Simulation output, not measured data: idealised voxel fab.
You're looking at the process module voxel gate over fins.
It is cross-section cut that appears here, measuring 240 nm in width, its square cells being 5 nm in size.
A cross-section is written here as square cells arranged in a grid, and it is given in bands from the top down, each band taking up one or more rows of cells. Heads up on the band format: heights come first, top then bottom, in nm. After that it's the materials left to right, each with its width in nm. A single material flagged "throughout" fills the whole band edge to edge, and "blank" means there's empty space there. Counting heights begins at 0, where everything beneath is, in the wafer as received, one material. The lowest band has no bottom; it goes on downwards, as "0 and below" shows. The width entry "30 to 40" should be interpreted row by row: the top row of cells in the band takes the first number, the bottom row takes the second number, and the change between adjacent rows is uniform throughout. The designation "left unchanged", where it is given for a processing step, indicates that no cell of the cross-section was altered in the course of that step. "Unvented cavities" means: voids of 8 cells or more that are shut off from the top with no open way through. Written width x height at distance, distance from the left edge, in nm. Text after the settings on a step's line: the simulator's own remark on that step. overlay nm: mask offset rightward from planned place, masked step; negative means leftward offset.

Steps in the process plan:
1: RECEIVE,material Si
2: CONFORMAL_DEP,material SiN,thk nm 5
3: DIRECTIONAL_DEP,material aC,thk nm 10
4: PATTERN,tone cover,mask id FINS,material resist,width nm 15,pitch nm 40,thk nm 30,overlay nm 0
5: DIRECTIONAL_ETCH,etch materials aC,depth nm 10
6: STRIP,etch materials resist
7: DIRECTIONAL_ETCH,etch materials SiN,depth nm 5
8: DIRECTIONAL_ETCH,etch materials Si,depth nm 40
9: STRIP,etch materials aC
10: OXIDIZE,depth nm 5
11: FILL_DEP,material SiO2,thk nm 5
12: CMP,height nm 5
13: SELECTIVE_ETCH,etch materials SiO2,depth nm 15
14: STRIP,etch materials SiN
15: CONFORMAL_DEP,material HfO2,thk nm 5
16: CONFORMAL_DEP,material TiN,thk nm 5
17: FILL_DEP,material W,thk nm 15
18: CMP,height nm 20
19: CONFORMAL_DEP,material SiN,thk nm 10

As-received wafer cross-section (after step 1):
	0 and below | Si throughout
	Unvented cavities: none

Final wafer profile in cross-section after the module, from the same start and plan as above, with one mistake made during processing:
	30 down to 20 | SiN throughout
	20 down to 10 | W throughout
	10 down to 5 | 65 of W / 30 of TiN / 10 of W / 30 of TiN / 10 of W / 30 of TiN / 65 of W
	5 down to 0 | 65 of W / 5 of TiN / 20 of HfO2 / 5 of TiN / 10 of W / 5 of TiN / 20 of HfO2 / 5 of TiN / 10 of W / 5 of TiN / 20 of HfO2 / 5 of TiN / 65 of W
	0 down to -5 | 70 of TiN / 5 of HfO2 / 10 of Si / 5 of HfO2 / 20 of TiN / 5 of HfO2 / 10 of Si / 5 of HfO2 / 20 of TiN / 5 of HfO2 / 10 of Si / 5 of HfO2 / 70 of TiN
	-5 down to -10 | 75 of HfO2 / 10 of Si / 30 of HfO2 / 10 of Si / 30 of HfO2 / 10 of Si / 75 of HfO2
	-10 down to -45 | 75 of SiO2 / 10 of Si / 30 of SiO2 / 10 of Si / 30 of SiO2 / 10 of Si / 75 of SiO2
	-45 and below | Si throughout
	Unvented cavities: none
Short version of what went wrong: planned and actual differ for step 4; actual: PATTERN,tone cover,mask id FINS,material resist,width nm 20,pitch nm 40,thk nm 30,overlay nm 0
